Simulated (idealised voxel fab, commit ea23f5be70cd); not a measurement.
process module | voxel gate over fins
cross-section cut | 230 nm wide | cells 5 nm
A cross-section is a grid of square cells, given in bands from the top down. A band is one or more rows of cells.
Each band's line starts with the height of the band's top and of its bottom, in nm. Then come its materials from left to right, each with its width in nm. One material with "throughout" fills the band from edge to edge. "air" is empty space.
Height 0 is the level under which the wafer as received is all one material. The lowest band goes on downwards, as in "0 down".
A width such as "30 to 40" changes by the same amount from each row of cells to the next, from the band's top row to its bottom row.
"no change" after a step means that no cell of the cross-section changed.
closed voids: empty space of 8 cells or more with no open way to the top, each as width x height at its distance from the left edge, in nm
after a step's settings: what the simulator itself notes on the step
overlay nm, on a step with a mask: how far to the right of its planned place the mask lay; to the left if negative
plan
1 op RECEIVE | material Si
2 op CONFORMAL_DEP | material SiN | thk nm 10
3 op MASKED_ETCH | tone cover | mask id FINS | width nm 15 | pitch nm 40 | etch materials SiN | depth nm 10 | overlay nm 0
4 op MASKED_ETCH | tone cover | mask id FINS | width nm 15 | pitch nm 40 | etch materials Si | depth nm 30 | overlay nm 0
5 op OXIDIZE | depth nm 5
6 op FILL_DEP | material SiO2 | thk nm 5
7 op CMP | height nm 10
8 op SELECTIVE_ETCH | etch materials SiO2 | depth nm 25
9 op STRIP | etch materials SiN
10 op CONFORMAL_DEP | material HfO2 | thk nm 5
11 op CONFORMAL_DEP | material TiN | thk nm 5
12 op FILL_DEP | material W | thk nm 10
13 op CMP | height nm 15
14 op CONFORMAL_DEP | material SiCN | thk nm 10
first wafer, as planned
as received, after step 1
  0 down: Si throughout
  closed voids: none
after step 2
  10 to 0: SiN throughout
  below 0: unchanged
after step 3
  10 to 0: air 85 | SiN 15 | air 25 | SiN 15 | air 90
  below 0: unchanged
after step 4
  10 to 0: air 85 | SiN 15 | air 25 | SiN 15 | air 90
  0 to -30: air 85 | Si 15 | air 25 | Si 15 | air 90
  below -30: unchanged
after step 5
  10 to 0: air 85 | SiN 15 | air 25 | SiN 15 | air 90
  0 to -30: air 85 | SiO2 5 | Si 5 | SiO2 5 | air 25 | SiO2 5 | Si 5 | SiO2 5 | air 90
  -30 to -35: SiO2 90 | Si 5 | SiO2 35 | Si 5 | SiO2 95
  below -35: unchanged
after step 6
  15 to 10: SiO2 throughout
  10 to 0: SiO2 85 | SiN 15 | SiO2 25 | SiN 15 | SiO2 90
  0 to -35: SiO2 90 | Si 5 | SiO2 35 | Si 5 | SiO2 95
  below -35: unchanged
after step 7
  10 to 0: SiO2 85 | SiN 15 | SiO2 25 | SiN 15 | SiO2 90
  below 0: unchanged
after step 8
  10 to 0: air 85 | SiN 15 | air 25 | SiN 15 | air 90
  0 to -15: air 90 | Si 5 | air 35 | Si 5 | air 95
  below -15: unchanged
after step 9
  0 to -15: air 90 | Si 5 | air 35 | Si 5 | air 95
  below -15: unchanged
after step 10
  5 to 0: air 85 | HfO2 15 | air 25 | HfO2 15 | air 90
  0 to -10: air 85 | HfO2 5 | Si 5 | HfO2 5 | air 25 | HfO2 5 | Si 5 | HfO2 5 | air 90
  -10 to -15: HfO2 90 | Si 5 | HfO2 35 | Si 5 | HfO2 95
  below -15: unchanged
after step 11
  10 to 5: air 80 | TiN 25 | air 15 | TiN 25 | air 85
  5 to 0: air 80 | TiN 5 | HfO2 15 | TiN 5 | air 15 | TiN 5 | HfO2 15 | TiN 5 | air 85
  0 to -5: air 80 | TiN 5 | HfO2 5 | Si 5 | HfO2 5 | TiN 5 | air 15 | TiN 5 | HfO2 5 | Si 5 | HfO2 5 | TiN 5 | air 85
  -5 to -10: TiN 85 | HfO2 5 | Si 5 | HfO2 5 | TiN 25 | HfO2 5 | Si 5 | HfO2 5 | TiN 90
  below -10: unchanged
after step 12
  20 to 10: W throughout
  10 to 5: W 80 | TiN 25 | W 15 | TiN 25 | W 85
  5 to 0: W 80 | TiN 5 | HfO2 15 | TiN 5 | W 15 | TiN 5 | HfO2 15 | TiN 5 | W 85
  0 to -5: W 80 | TiN 5 | HfO2 5 | Si 5 | HfO2 5 | TiN 5 | W 15 | TiN 5 | HfO2 5 | Si 5 | HfO2 5 | TiN 5 | W 85
  below -5: unchanged
after step 13
  15 to 10: W throughout
  below 10: unchanged
after step 14
  25 to 15: SiCN throughout
  below 15: unchanged
second wafer: like start, like plan, one mistake. Through step 2 it matches the first wafer
when step 3 should have ended
  10 to 0: air 75 | SiN 15 | air 25 | SiN 15 | air 100
  below 0: unchanged
when step 4 should have ended
  10 to 0: air 75 | SiN 15 | air 25 | SiN 15 | air 100
  0 to -30: air 75 | Si 25 | air 15 | Si 25 | air 90
  below -30: unchanged
when step 5 should have ended
  10 to 0: air 75 | SiN 15 | air 25 | SiN 15 | air 100
  0 to -5: air 75 | SiO2 5 | Si 5 | SiO2 15 | air 15 | SiO2 5 | Si 5 | SiO2 15 | air 90
  -5 to -30: air 75 | SiO2 5 | Si 15 | SiO2 5 | air 15 | SiO2 5 | Si 15 | SiO2 5 | air 90
  -30 to -35: SiO2 80 | Si 15 | SiO2 25 | Si 15 | SiO2 95
  below -35: unchanged
when step 6 should have ended
  15 to 10: SiO2 throughout
  10 to 0: SiO2 75 | SiN 15 | SiO2 25 | SiN 15 | SiO2 100
  0 to -5: SiO2 80 | Si 5 | SiO2 35 | Si 5 | SiO2 105
  -5 to -35: SiO2 80 | Si 15 | SiO2 25 | Si 15 | SiO2 95
  below -35: unchanged
when step 7 should have ended
  10 to 0: SiO2 75 | SiN 15 | SiO2 25 | SiN 15 | SiO2 100
  below 0: unchanged
when step 8 should have ended
  10 to 0: air 75 | SiN 15 | air 25 | SiN 15 | air 100
  0 to -5: air 80 | Si 5 | air 35 | Si 5 | air 105
  -5 to -15: air 80 | Si 15 | air 25 | Si 15 | air 95
  below -15: unchanged
when step 9 should have ended
  0 to -5: air 80 | Si 5 | air 35 | Si 5 | air 105
  below -5: unchanged
when step 10 should have ended
  5 to 0: air 75 | HfO2 15 | air 25 | HfO2 15 | air 100
  0 to -10: air 75 | HfO2 5 | Si 5 to 15 | HfO2 15 to 5 | air 15 | HfO2 5 | Si 5 to 15 | HfO2 15 to 5 | air 90
  -10 to -15: HfO2 80 | Si 15 | HfO2 25 | Si 15 | HfO2 95
  below -15: unchanged
when step 11 should have ended
  10 to 5: air 70 | TiN 25 | air 15 | TiN 25 | air 95
  5 to 0: air 70 | TiN 5 | HfO2 15 | TiN 15 | air 5 | TiN 5 | HfO2 15 | TiN 15 | air 85
  0 to -5: air 70 | TiN 5 | HfO2 5 | Si 5 | HfO2 15 | TiN 5 | air 5 | TiN 5 | HfO2 5 | Si 5 | HfO2 15 | TiN 5 | air 85
  -5 to -10: TiN 75 | HfO2 5 | Si 15 | HfO2 5 | TiN 15 | HfO2 5 | Si 15 | HfO2 5 | TiN 90
  below -10: unchanged
when step 12 should have ended
  20 to 10: W throughout
  10 to 5: W 70 | TiN 25 | W 15 | TiN 25 | W 95
  5 to 0: W 70 | TiN 5 | HfO2 15 | TiN 15 | W 5 | TiN 5 | HfO2 15 | TiN 15 | W 85
  0 to -5: W 70 | TiN 5 | HfO2 5 | Si 5 | HfO2 15 | TiN 5 | W 5 | TiN 5 | HfO2 5 | Si 5 | HfO2 15 | TiN 5 | W 85
  below -5: unchanged
when step 13 should have ended
  15 to 10: W throughout
  below 10: unchanged
when step 14 should have ended
  25 to 15: SiCN throughout
  below 15: unchanged
what went wrong: step 3 ran as: op MASKED_ETCH | tone cover | mask id FINS | width nm 15 | pitch nm 40 | etch materials SiN | depth nm 10 | overlay nm -10
at the end the second wafer has, in cells: 24 more of Si | 16 fewer of SiO2 | 8 fewer of W
